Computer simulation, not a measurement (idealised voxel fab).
This is a process module. Its name is voxel self aligned vias.
In the cross-section labelled cut, the width is 285 nm and each square cell is 5 nm.
This document writes a cross-section as a grid whose cells are square, and gives it as bands, listed from the top down; one or more rows of cells form a band. Band: top height; bottom height; in nm. Then, left to right: material with width in nm, for each material. "full width": a single material spanning edge to edge. "empty": empty space. Ref level 0: as-received wafer is one material below here. Bottom band extends down with no lower bound ("0..down"). Per-row width for "30 to 40": begins at first number (top row of band), ends at second number (bottom row), increment between rows held constant. What does "same as before" mean for a step? It means no cell of the cross-section changed in that step. Closed empty spaces (no open way to the top) of 8 cells or more are what "Closed-off voids" lists, each as width x height at distance from the left edge, nm for all three. The remark found on a step's line after its settings is issued by the simulator itself and pertains to that step. A step line may carry the setting "overlay nm", which, for steps involving a mask, states the distance by which the mask lay to the right of its intended position; negative values denote displacement to the left.

Below is the list of planned process steps:
1 RECEIVE,material Si
2 CONFORMAL_DEP,material SiO2,thk nm 10
3 CONFORMAL_DEP,material SiCN,thk nm 5
4 DIRECTIONAL_DEP,material lowk,thk nm 25
5 MASKED_ETCH,tone open,mask id LINES,width nm 20,pitch nm 45,etch materials lowk,depth nm 25,overlay nm 0
6 CONFORMAL_DEP,material TiN,thk nm 5
7 FILL_DEP,material W,thk nm 10
8 CMP,height nm 40
9 SELECTIVE_ETCH,etch materials W Ru TiN,depth nm 5
10 FILL_DEP,material SiN,thk nm 5
11 CMP,height nm 40
12 DIRECTIONAL_DEP,material lowk,thk nm 20
13 DIRECTIONAL_DEP,material aC,thk nm 10
14 PATTERN,tone open,mask id VIAS,material resist,width nm 30,pitch nm 90,thk nm 30,overlay nm 0
15 DIRECTIONAL_ETCH,etch materials aC,depth nm 10
16 STRIP,etch materials resist
17 DIRECTIONAL_ETCH,etch materials lowk,depth nm 20
18 DIRECTIONAL_ETCH,etch materials SiN,depth nm 5
19 STRIP,etch materials aC
20 CONFORMAL_DEP,material TiN,thk nm 5
21 FILL_DEP,material Ru,thk nm 5
22 CMP,height nm 60
23 CONFORMAL_DEP,material SiCN,thk nm 5

Step 1 complete: cross-section of the wafer as received:
	0..down = Si full width
	Closed-off voids: none

Cross-section: first of two wafers, module finished, run according to plan:
	65..60 = SiCN full width
	60..45 = lowk=80; TiN=5; Ru=20; TiN=5; lowk=60; TiN=5; Ru=20; TiN=5; lowk=85
	45..40 = lowk=80; TiN=10; Ru=10; TiN=10; lowk=60; TiN=10; Ru=10; TiN=10; lowk=85
	40..35 = lowk=85; TiN=20; lowk=25; SiN=20; lowk=25; TiN=20; lowk=90
	35..20 = lowk=85; TiN=5; W=10; TiN=5; lowk=25; TiN=5; W=10; TiN=5; lowk=25; TiN=5; W=10; TiN=5; lowk=90
	20..15 = lowk=85; TiN=20; lowk=25; TiN=20; lowk=25; TiN=20; lowk=90
	15..10 = SiCN full width
	10..0 = SiO2 full width
	0..down = Si full width
	Closed-off voids: none

Cross-sectional view: second of two wafers, end of module; start and plan identical to the first, one mistake in running:
	55..50 = SiCN full width
	50..40 = lowk=80; TiN=5 to 10; Ru=20 to 10; TiN=5 to 10; lowk=60; TiN=5 to 10; Ru=20 to 10; TiN=5 to 10; lowk=85
	40..35 = lowk=85; TiN=20; lowk=25; SiN=20; lowk=25; TiN=20; lowk=90
	35..20 = lowk=85; TiN=5; W=10; TiN=5; lowk=25; TiN=5; W=10; TiN=5; lowk=25; TiN=5; W=10; TiN=5; lowk=90
	20..15 = lowk=85; TiN=20; lowk=25; TiN=20; lowk=25; TiN=20; lowk=90
	15..10 = SiCN full width
	10..0 = SiO2 full width
	0..down = Si full width
	Closed-off voids: none
What was the processing mistake? in deviation from the planned setting, step 22 was conducted as CMP,height nm 50
Looking at both finished wafers in cells, the second ends up ahead of or behind the first on some materials: Ru: 16 fewer | TiN: 8 fewer | lowk: 90 fewer
